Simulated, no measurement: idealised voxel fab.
A process module follows: voxel self aligned vias.
Xsec cut, 175 nm wide, square cell size 5 nm.
Notation: cross-section as square-cell grid; stated in bands, top first, going down; one or more cell rows per band.
Basically the band line says how high the top is and how high the bottom is, in nm, and then what's in it from left to right, every material with its width in nm. Empty space shows up as "air", and if a single material carries "edge to edge" it runs the full band edge to edge.
All heights in this document are referenced to 0, defined as the level beneath which the wafer, as received, consists entirely of one material. The lowest band is not bounded below; it extends indefinitely downward and is written in the form "z 0 and below".
The two numbers in a width such as "30->40" mark its ends across the band: the first belongs to the top row of cells, the second to the bottom row, and from each row to the next the width moves by the same amount.
"nothing different", as given for a step, is the statement that not any cell of the cross-section underwent a change during that step.
"Listed closed voids": sealed empty spaces, 8 cells or more, no open way to top, listed width x height at distance, with distance from the left edge and width, height and distance in nm.
On each step's line, the part that comes after the settings is the simulator's own comment on the step.
For masked steps, "overlay nm" on the step line gives how far right of plan the mask actually lay; a minus sign means it lay to the left.
## Steps planned for the process
1. RECEIVE, material Si
2. CONFORMAL_DEP, material SiO2, thk nm 15
3. CONFORMAL_DEP, material SiCN, thk nm 5
4. DIRECTIONAL_DEP, material lowk, thk nm 20
5. MASKED_ETCH, tone open, mask id LINES, width nm 30, pitch nm 70, etch materials lowk, depth nm 20, overlay nm 0
6. CONFORMAL_DEP, material TiN, thk nm 5
7. FILL_DEP, material Ru, thk nm 10
8. CMP, height nm 40
9. SELECTIVE_ETCH, etch materials W Ru TiN, depth nm 5
10. FILL_DEP, material SiN, thk nm 10
11. CMP, height nm 40
12. DIRECTIONAL_DEP, material lowk, thk nm 20
13. DIRECTIONAL_DEP, material aC, thk nm 15
14. PATTERN, tone open, mask id VIAS, material resist, width nm 40, pitch nm 70, thk nm 30, overlay nm 0
15. DIRECTIONAL_ETCH, etch materials aC, depth nm 15
16. STRIP, etch materials resist
17. DIRECTIONAL_ETCH, etch materials lowk, depth nm 20
18. DIRECTIONAL_ETCH, etch materials SiN, depth nm 5
19. STRIP, etch materials aC
20. CONFORMAL_DEP, material TiN, thk nm 5
21. FILL_DEP, material Ru, thk nm 10
22. CMP, height nm 60
23. CONFORMAL_DEP, material SiCN, thk nm 5
## Delivered wafer in cross-section: state after step 1
* z 0 and below | Si edge to edge
* Listed closed voids: none
## Sectioned view, first of two wafers, at the close of the module, processed as intended in the plan
* z 65 to 60 | SiCN edge to edge
* z 60 to 45 | lowk (30), TiN (5), Ru (30), TiN (5), lowk (30), TiN (5), Ru (30), TiN (5), lowk (35)
* z 45 to 40 | lowk (30), TiN (10), Ru (20), TiN (10), lowk (30), TiN (10), Ru (20), TiN (10), lowk (35)
* z 40 to 35 | lowk (35), TiN (30), lowk (40), TiN (30), lowk (40)
* z 35 to 25 | lowk (35), TiN (5), Ru (20), TiN (5), lowk (40), TiN (5), Ru (20), TiN (5), lowk (40)
* z 25 to 20 | lowk (35), TiN (30), lowk (40), TiN (30), lowk (40)
* z 20 to 15 | SiCN edge to edge
* z 15 to 0 | SiO2 edge to edge
* z 0 and below | Si edge to edge
* Listed closed voids: none
## Wafer two (of two), end-of-module cross-section: start = wafer one, plan = wafer one, one run mistake
* z 65 to 60 | SiCN edge to edge
* z 60 to 40 | lowk (30), TiN (5), Ru (30), TiN (5), lowk (30), TiN (5), Ru (30), TiN (5), lowk (35)
* z 40 to 35 | SiN (30), TiN (40), SiN (30), TiN (40), SiN (35)
* z 35 to 30 | SiN edge to edge
* z 30 to 25 | lowk (35), SiN (30), lowk (40), SiN (30), lowk (40)
* z 25 to 20 | lowk (35), TiN (30), lowk (40), TiN (30), lowk (40)
* z 20 to 15 | SiCN edge to edge
* z 15 to 0 | SiO2 edge to edge
* z 0 and below | Si edge to edge
* Listed closed voids: none
Heads up, the wafer didn't run the way we planned it: not per plan at step 8, really ran CMP, height nm 30
The second wafer ends with more or fewer cells of some materials than the first, per final count: Ru -12, SiN +66, TiN -8, lowk -46
